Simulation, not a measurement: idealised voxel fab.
The process module presented herein is designated voxel tone inversion.
This is section cut - it's 220 nm across, gridded in 5 nm square cells.
How to read a cross-section here: the picture is a grid of square cells, written as bands going from the top down, and any band can span one or more rows of cells.
First you get the band's top height and its bottom height, in nm, and then the materials it's made of, left to right, with each width in nm. If you see a single material with "all across", that one covers the band edge to edge. "air" is empty space.
Convention: height 0 is the level below which the wafer, as received, is all one material. The lowest band does not terminate at the bottom but continues downward, represented as "0 -> down".
Graded width ("30->40"): value in top row of band = first number; value in bottom row = second number; row-to-row change constant.
For the purposes of this document, the phrase "no alteration" attached to a step denotes that no cell within the cross-section was modified by that step.
The entry "Enclosed cavities" lists the empty spaces that cover at least 8 cells and have no open path to the top. Each is written as width x height at distance, where the distance is measured from the left edge and all three values are in nm.
Post-settings text on a step line: simulator's own remark regarding the step.
overlay nm, on a step with a mask: how far to the right of its planned place the mask lay; to the left if negative
Every pair from here on: before one process step, after it. The after cross-section reaches only to the lowest band that changed. Below the pair: the step in between and its settings. Pairs can belong to different runs of this module on the same starting wafer; a pair carries on from the pair above only if the entry headed "Before the step" says so.
-- Before the step
> 0 -> down  Si all across
> Enclosed cavities: none
-- Cross-Section Thereafter
> 10 -> 0  SiN all across
> Everything below 0 is unchanged.
> Enclosed cavities: none
To go from the before cross-section above to the after cross-section, apply CONFORMAL_DEP with material SiN, thk nm 10
Before the step: It is represented by the cross-section appearing after the step of the pair directly above.
-- Cross-Section Thereafter
> 25 -> 10  aC all across
> Everything below 10 is unchanged.
> Enclosed cavities: none
To go from the before cross-section above to the after cross-section, apply DIRECTIONAL_DEP with material aC, thk nm 15
Before the step: It is represented by the cross-section appearing after the step of the pair directly above.
-- Cross-Section Thereafter
> 50 -> 25  35 air | 15 resist | 30 air | 15 resist | 30 air | 15 resist | 30 air | 15 resist | 35 air
> Everything below 25 is unchanged.
> Enclosed cavities: none
To go from the before cross-section above to the after cross-section, apply PATTERN with tone cover, mask id POSTS, material resist, width nm 15, pitch nm 45, thk nm 25, overlay nm 0
Before the step: It is represented by the cross-section appearing after the step of the pair directly above.
-- Cross-Section Thereafter
> 35 -> 25  35 air | 15 resist | 30 air | 15 resist | 30 air | 15 resist | 30 air | 15 resist | 35 air
> 25 -> 10  35 air | 15 aC | 30 air | 15 aC | 30 air | 15 aC | 30 air | 15 aC | 35 air
> Everything below 10 is unchanged.
> Enclosed cavities: none
To go from the before cross-section above to the after cross-section, apply DIRECTIONAL_ETCH with etch materials aC, depth nm 15
Before the step: It is represented by the cross-section appearing after the step of the pair directly above.
-- Cross-Section Thereafter
> 25 -> 10  35 air | 15 aC | 30 air | 15 aC | 30 air | 15 aC | 30 air | 15 aC | 35 air
> Everything below 10 is unchanged.
> Enclosed cavities: none
To go from the before cross-section above to the after cross-section, apply STRIP with etch materials resist
Before the step: It is represented by the cross-section appearing after the step of the pair directly above.
-- Cross-Section Thereafter
> 35 -> 25  lowk all across
> 25 -> 10  35 lowk | 15 aC | 30 lowk | 15 aC | 30 lowk | 15 aC | 30 lowk | 15 aC | 35 lowk
> Everything below 10 is unchanged.
> Enclosed cavities: none
To go from the before cross-section above to the after cross-section, apply FILL_DEP with material lowk, thk nm 10
Before the step: It is represented by the cross-section appearing after the step of the pair directly above.
-- Cross-Section Thereafter
> 25 -> 10  35 lowk | 15 aC | 30 lowk | 15 aC | 30 lowk | 15 aC | 30 lowk | 15 aC | 35 lowk
> Everything below 10 is unchanged.
> Enclosed cavities: none
To go from the before cross-section above to the after cross-section, apply CMP with height nm 25
Before the step: It is represented by the cross-section appearing after the step of the pair directly above.
-- Cross-Section Thereafter
> 25 -> 10  35 lowk | 15 air | 30 lowk | 15 air | 30 lowk | 15 air | 30 lowk | 15 air | 35 lowk
> Everything below 10 is unchanged.
> Enclosed cavities: none
To go from the before cross-section above to the after cross-section, apply STRIP with etch materials aC
-- Before the step
> 0 -> down  Si all across
> Enclosed cavities: none
-- Cross-Section Thereafter
> 15 -> 0  aC all across
> Everything below 0 is unchanged.
> Enclosed cavities: none
To go from the before cross-section above to the after cross-section, apply DIRECTIONAL_DEP with material aC, thk nm 15
Before the step: It is represented by the cross-section appearing after the step of the pair directly above.
-- Cross-Section Thereafter
> 40 -> 15  35 air | 15 resist | 30 air | 15 resist | 30 air | 15 resist | 30 air | 15 resist | 35 air
> Everything below 15 is unchanged.
> Enclosed cavities: none
To go from the before cross-section above to the after cross-section, apply PATTERN with tone cover, mask id POSTS, material resist, width nm 15, pitch nm 45, thk nm 25, overlay nm 0
Before the step: It is represented by the cross-section appearing after the step of the pair directly above.
-- Cross-Section Thereafter
> 25 -> 15  35 air | 15 resist | 30 air | 15 resist | 30 air | 15 resist | 30 air | 15 resist | 35 air
> 15 -> 0  35 air | 15 aC | 30 air | 15 aC | 30 air | 15 aC | 30 air | 15 aC | 35 air
> Everything below 0 is unchanged.
> Enclosed cavities: none
To go from the before cross-section above to the after cross-section, apply DIRECTIONAL_ETCH with etch materials aC, depth nm 15
Before the step: It is represented by the cross-section appearing after the step of the pair directly above.
-- Cross-Section Thereafter
> 15 -> 0  35 air | 15 aC | 30 air | 15 aC | 30 air | 15 aC | 30 air | 15 aC | 35 air
> Everything below 0 is unchanged.
> Enclosed cavities: none
To go from the before cross-section above to the after cross-section, apply STRIP with etch materials resist
Before the step: It is represented by the cross-section appearing after the step of the pair directly above.
-- Cross-Section Thereafter
> 25 -> 15  lowk all across
> 15 -> 0  35 lowk | 15 aC | 30 lowk | 15 aC | 30 lowk | 15 aC | 30 lowk | 15 aC | 35 lowk
> Everything below 0 is unchanged.
> Enclosed cavities: none
To go from the before cross-section above to the after cross-section, apply FILL_DEP with material lowk, thk nm 10
-- Before the step
> 15 -> 0  aC all across
> 0 -> down  Si all across
> Enclosed cavities: none
-- Cross-Section Thereafter
> 25 -> 15  SiN all across
> Everything below 15 is unchanged.
> Enclosed cavities: none
To go from the before cross-section above to the after cross-section, apply CONFORMAL_DEP with material SiN, thk nm 10
Before the step: It is represented by the cross-section appearing after the step of the pair directly above.
-- Cross-Section Thereafter
> 50 -> 25  35 air | 15 resist | 30 air | 15 resist | 30 air | 15 resist | 30 air | 15 resist | 35 air
> Everything below 25 is unchanged.
> Enclosed cavities: none
To go from the before cross-section above to the after cross-section, apply PATTERN with tone cover, mask id POSTS, material resist, width nm 15, pitch nm 45, thk nm 25, overlay nm 0
Before the step: It is represented by the cross-section appearing after the step of the pair directly above.
-- Cross-Section Thereafter
> 35 -> 25  35 air | 15 resist | 30 air | 15 resist | 30 air | 15 resist | 30 air | 15 resist | 35 air
> Everything below 25 is unchanged.
> Enclosed cavities: none
To go from the before cross-section above to the after cross-section, apply DIRECTIONAL_ETCH with etch materials aC, depth nm 15
Before the step: It is represented by the cross-section appearing after the step of the pair directly above.
-- Cross-Section Thereafter
> 25 -> 15  SiN all across
> Everything below 15 is unchanged.
> Enclosed cavities: none
To go from the before cross-section above to the after cross-section, apply STRIP with etch materials resist
Before the step: It is represented by the cross-section appearing after the step of the pair directly above.
-- Cross-Section Thereafter
> 35 -> 25  lowk all across
> Everything below 25 is unchanged.
> Enclosed cavities: none
To go from the before cross-section above to the after cross-section, apply FILL_DEP with material lowk, thk nm 10
Before the step: It is represented by the cross-section appearing after the step of the pair directly above.
-- Cross-Section Thereafter
> 25 -> 15  SiN all across
> Everything below 15 is unchanged.
> Enclosed cavities: none
To go from the before cross-section above to the after cross-section, apply CMP with height nm 25
-- Before the step
> 35 -> 25  lowk all across
> 25 -> 10  35 lowk | 15 aC | 30 lowk | 15 aC | 30 lowk | 15 aC | 30 lowk | 15 aC | 35 lowk
> 10 -> 0  SiN all across
> 0 -> down  Si all across
> Enclosed cavities: none
-- Cross-Section Thereafter
> 15 -> 10  35 lowk | 15 aC | 30 lowk | 15 aC | 30 lowk | 15 aC | 30 lowk | 15 aC | 35 lowk
> Everything below 10 is unchanged.
> Enclosed cavities: none
To go from the before cross-section above to the after cross-section, apply CMP with height nm 15
Before the step: It is represented by the cross-section appearing after the step of the pair directly above.
-- Cross-Section Thereafter
> 15 -> 10  35 lowk | 15 air | 30 lowk | 15 air | 30 lowk | 15 air | 30 lowk | 15 air | 35 lowk
> Everything below 10 is unchanged.
> Enclosed cavities: none
To go from the before cross-section above to the after cross-section, apply STRIP with etch materials aC
-- Before the step
> 25 -> 10  aC all across
> 10 -> 0  SiN all across
> 0 -> down  Si all across
> Enclosed cavities: none
-- Cross-Section Thereafter
> 50 -> 25  35 air | 20 resist | 25 air | 20 resist | 25 air | 20 resist | 25 air | 20 resist | 30 air
> Everything below 25 is unchanged.
> Enclosed cavities: none
To go from the before cross-section above to the after cross-section, apply PATTERN with tone cover, mask id POSTS, material resist, width nm 20, pitch nm 45, thk nm 25, overlay nm 0
Before the step: It is represented by the cross-section appearing after the step of the pair directly above.
-- Cross-Section Thereafter
> 35 -> 25  35 air | 20 resist | 25 air | 20 resist | 25 air | 20 resist | 25 air | 20 resist | 30 air
> 25 -> 10  35 air | 20 aC | 25 air | 20 aC | 25 air | 20 aC | 25 air | 20 aC | 30 air
> Everything below 10 is unchanged.
> Enclosed cavities: none
To go from the before cross-section above to the after cross-section, apply DIRECTIONAL_ETCH with etch materials aC, depth nm 15
Before the step: It is represented by the cross-section appearing after the step of the pair directly above.
-- Cross-Section Thereafter
> 25 -> 10  35 air | 20 aC | 25 air | 20 aC | 25 air | 20 aC | 25 air | 20 aC | 30 air
> Everything below 10 is unchanged.
> Enclosed cavities: none
To go from the before cross-section above to the after cross-section, apply STRIP with etch materials resist
Before the step: It is represented by the cross-section appearing after the step of the pair directly above.
-- Cross-Section Thereafter
> 35 -> 25  lowk all across
> 25 -> 10  35 lowk | 20 aC | 25 lowk | 20 aC | 25 lowk | 20 aC | 25 lowk | 20 aC | 30 lowk
> Everything below 10 is unchanged.
> Enclosed cavities: none
To go from the before cross-section above to the after cross-section, apply FILL_DEP with material lowk, thk nm 10
Before the step: It is represented by the cross-section appearing after the step of the pair directly above.
-- Cross-Section Thereafter
> 25 -> 10  35 lowk | 20 aC | 25 lowk | 20 aC | 25 lowk | 20 aC | 25 lowk | 20 aC | 30 lowk
> Everything below 10 is unchanged.
> Enclosed cavities: none
To go from the before cross-section above to the after cross-section, apply CMP with height nm 25
Before the step: It is represented by the cross-section appearing after the step of the pair directly above.
-- Cross-Section Thereafter
> 25 -> 10  35 lowk | 20 air | 25 lowk | 20 air | 25 lowk | 20 air | 25 lowk | 20 air | 30 lowk
> Everything below 10 is unchanged.
> Enclosed cavities: none
To go from the before cross-section above to the after cross-section, apply STRIP with etch materials aC
-- Before the step
> 25 -> 10  aC all across
> 10 -> 0  SiN all across
> 0 -> down  Si all across
> Enclosed cavities: none
-- Cross-Section Thereafter
> 50 -> 25  25 air | 15 resist | 30 air | 15 resist | 30 air | 15 resist | 30 air | 15 resist | 45 air
> Everything below 25 is unchanged.
> Enclosed cavities: none
To go from the before cross-section above to the after cross-section, apply PATTERN with tone cover, mask id POSTS, material resist, width nm 15, pitch nm 45, thk nm 25, overlay nm -10
Before the step: It is represented by the cross-section appearing after the step of the pair directly above.
-- Cross-Section Thereafter
> 35 -> 25  25 air | 15 resist | 30 air | 15 resist | 30 air | 15 resist | 30 air | 15 resist | 45 air
> 25 -> 10  25 air | 15 aC | 30 air | 15 aC | 30 air | 15 aC | 30 air | 15 aC | 45 air
> Everything below 10 is unchanged.
> Enclosed cavities: none
To go from the before cross-section above to the after cross-section, apply DIRECTIONAL_ETCH with etch materials aC, depth nm 15
Before the step: It is represented by the cross-section appearing after the step of the pair directly above.
-- Cross-Section Thereafter
> 25 -> 10  25 air | 15 aC | 30 air | 15 aC | 30 air | 15 aC | 30 air | 15 aC | 45 air
> Everything below 10 is unchanged.
> Enclosed cavities: none
To go from the before cross-section above to the after cross-section, apply STRIP with etch materials resist
Before the step: It is represented by the cross-section appearing after the step of the pair directly above.
-- Cross-Section Thereafter
> 35 -> 25  lowk all across
> 25 -> 10  25 lowk | 15 aC | 30 lowk | 15 aC | 30 lowk | 15 aC | 30 lowk | 15 aC | 45 lowk
> Everything below 10 is unchanged.
> Enclosed cavities: none
To go from the before cross-section above to the after cross-section, apply FILL_DEP with material lowk, thk nm 10
Before the step: It is represented by the cross-section appearing after the step of the pair directly above.
-- Cross-Section Thereafter
> 25 -> 10  25 lowk | 15 aC | 30 lowk | 15 aC | 30 lowk | 15 aC | 30 lowk | 15 aC | 45 lowk
> Everything below 10 is unchanged.
> Enclosed cavities: none
To go from the before cross-section above to the after cross-section, apply CMP with height nm 25
Before the step: It is represented by the cross-section appearing after the step of the pair directly above.
-- Cross-Section Thereafter
> 25 -> 10  25 lowk | 15 air | 30 lowk | 15 air | 30 lowk | 15 air | 30 lowk | 15 air | 45 lowk
> Everything below 10 is unchanged.
> Enclosed cavities: none
To go from the before cross-section above to the after cross-section, apply STRIP with etch materials aC
-- Before the step
> 0 -> down  Si all across
> Enclosed cavities: none
-- Cross-Section Thereafter
> 10 -> 0  lowk all across
> Everything below 0 is unchanged.
> Enclosed cavities: none
To go from the before cross-section above to the after cross-section, apply CONFORMAL_DEP with material lowk, thk nm 10
Before the step: It is represented by the cross-section appearing after the step of the pair directly above.
-- Cross-Section Thereafter
> 25 -> 10  aC all across
> Everything below 10 is unchanged.
> Enclosed cavities: none
To go from the before cross-section above to the after cross-section, apply DIRECTIONAL_DEP with material aC, thk nm 15
Before the step: It is represented by the cross-section appearing after the step of the pair directly above.
-- Cross-Section Thereafter
> 50 -> 25  35 air | 15 resist | 30 air | 15 resist | 30 air | 15 resist | 30 air | 15 resist | 35 air
> Everything below 25 is unchanged.
> Enclosed cavities: none
To go from the before cross-section above to the after cross-section, apply PATTERN with tone cover, mask id POSTS, material resist, width nm 15, pitch nm 45, thk nm 25, overlay nm 0
Before the step: It is represented by the cross-section appearing after the step of the pair directly above.
-- Cross-Section Thereafter
> 35 -> 25  35 air | 15 resist | 30 air | 15 resist | 30 air | 15 resist | 30 air | 15 resist | 35 air
> 25 -> 10  35 air | 15 aC | 30 air | 15 aC | 30 air | 15 aC | 30 air | 15 aC | 35 air
> Everything below 10 is unchanged.
> Enclosed cavities: none
To go from the before cross-section above to the after cross-section, apply DIRECTIONAL_ETCH with etch materials aC, depth nm 15
Before the step: It is represented by the cross-section appearing after the step of the pair directly above.
-- Cross-Section Thereafter
> 25 -> 10  35 air | 15 aC | 30 air | 15 aC | 30 air | 15 aC | 30 air | 15 aC | 35 air
> Everything below 10 is unchanged.
> Enclosed cavities: none
To go from the before cross-section above to the after cross-section, apply STRIP with etch materials resist
Before the step: It is represented by the cross-section appearing after the step of the pair directly above.
-- Cross-Section Thereafter
> 35 -> 25  lowk all across
> 25 -> 10  35 lowk | 15 aC | 30 lowk | 15 aC | 30 lowk | 15 aC | 30 lowk | 15 aC | 35 lowk
> Everything below 10 is unchanged.
> Enclosed cavities: none
To go from the before cross-section above to the after cross-section, apply FILL_DEP with material lowk, thk nm 10
Before the step: It is represented by the cross-section appearing after the step of the pair directly above.
-- Cross-Section Thereafter
> 25 -> 10  35 lowk | 15 aC | 30 lowk | 15 aC | 30 lowk | 15 aC | 30 lowk | 15 aC | 35 lowk
> Everything below 10 is unchanged.
> Enclosed cavities: none
To go from the before cross-section above to the after cross-section, apply CMP with height nm 25
Before the step: It is represented by the cross-section appearing after the step of the pair directly above.
-- Cross-Section Thereafter
> 25 -> 10  35 lowk | 15 air | 30 lowk | 15 air | 30 lowk | 15 air | 30 lowk | 15 air | 35 lowk
> Everything below 10 is unchanged.
> Enclosed cavities: none
To go from the before cross-section above to the after cross-section, apply STRIP with etch materials aC
-- Before the step
> 25 -> 10  aC all across
> 10 -> 0  SiN all across
> 0 -> down  Si all across
> Enclosed cavities: none
-- Cross-Section Thereafter
> 50 -> 25  35 resist | 15 air | 30 resist | 15 air | 30 resist | 15 air | 30 resist | 15 air | 35 resist
> Everything below 25 is unchanged.
> Enclosed cavities: none
To go from the before cross-section above to the after cross-section, apply PATTERN with tone open, mask id POSTS, material resist, width nm 15, pitch nm 45, thk nm 25, overlay nm 0
Before the step: It is represented by the cross-section appearing after the step of the pair directly above.
-- Cross-Section Thereafter
> 35 -> 25  35 resist | 15 air | 30 resist | 15 air | 30 resist | 15 air | 30 resist | 15 air | 35 resist
> 25 -> 10  35 aC | 15 air | 30 aC | 15 air | 30 aC | 15 air | 30 aC | 15 air | 35 aC
> Everything below 10 is unchanged.
> Enclosed cavities: none
To go from the before cross-section above to the after cross-section, apply DIRECTIONAL_ETCH with etch materials aC, depth nm 15
Before the step: It is represented by the cross-section appearing after the step of the pair directly above.
-- Cross-Section Thereafter
> 25 -> 10  35 aC | 15 air | 30 aC | 15 air | 30 aC | 15 air | 30 aC | 15 air | 35 aC
> Everything below 10 is unchanged.
> Enclosed cavities: none
To go from the before cross-section above to the after cross-section, apply STRIP with etch materials resist
Before the step: It is represented by the cross-section appearing after the step of the pair directly above.
-- Cross-Section Thereafter
> 35 -> 25  lowk all across
> 25 -> 10  35 aC | 15 lowk | 30 aC | 15 lowk | 30 aC | 15 lowk | 30 aC | 15 lowk | 35 aC
> Everything below 10 is unchanged.
> Enclosed cavities: none
To go from the before cross-section above to the after cross-section, apply FILL_DEP with material lowk, thk nm 10
Before the step: It is represented by the cross-section appearing after the step of the pair directly above.
-- Cross-Section Thereafter
> 25 -> 10  35 aC | 15 lowk | 30 aC | 15 lowk | 30 aC | 15 lowk | 30 aC | 15 lowk | 35 aC
> Everything below 10 is unchanged.
> Enclosed cavities: none
To go from the before cross-section above to the after cross-section, apply CMP with height nm 25
Before the step: It is represented by the cross-section appearing after the step of the pair directly above.
-- Cross-Section Thereafter
> 25 -> 10  35 air | 15 lowk | 30 air | 15 lowk | 30 air | 15 lowk | 30 air | 15 lowk | 35 air
> Everything below 10 is unchanged.
> Enclosed cavities: none
To go from the before cross-section above to the after cross-section, apply STRIP with etch materials aC
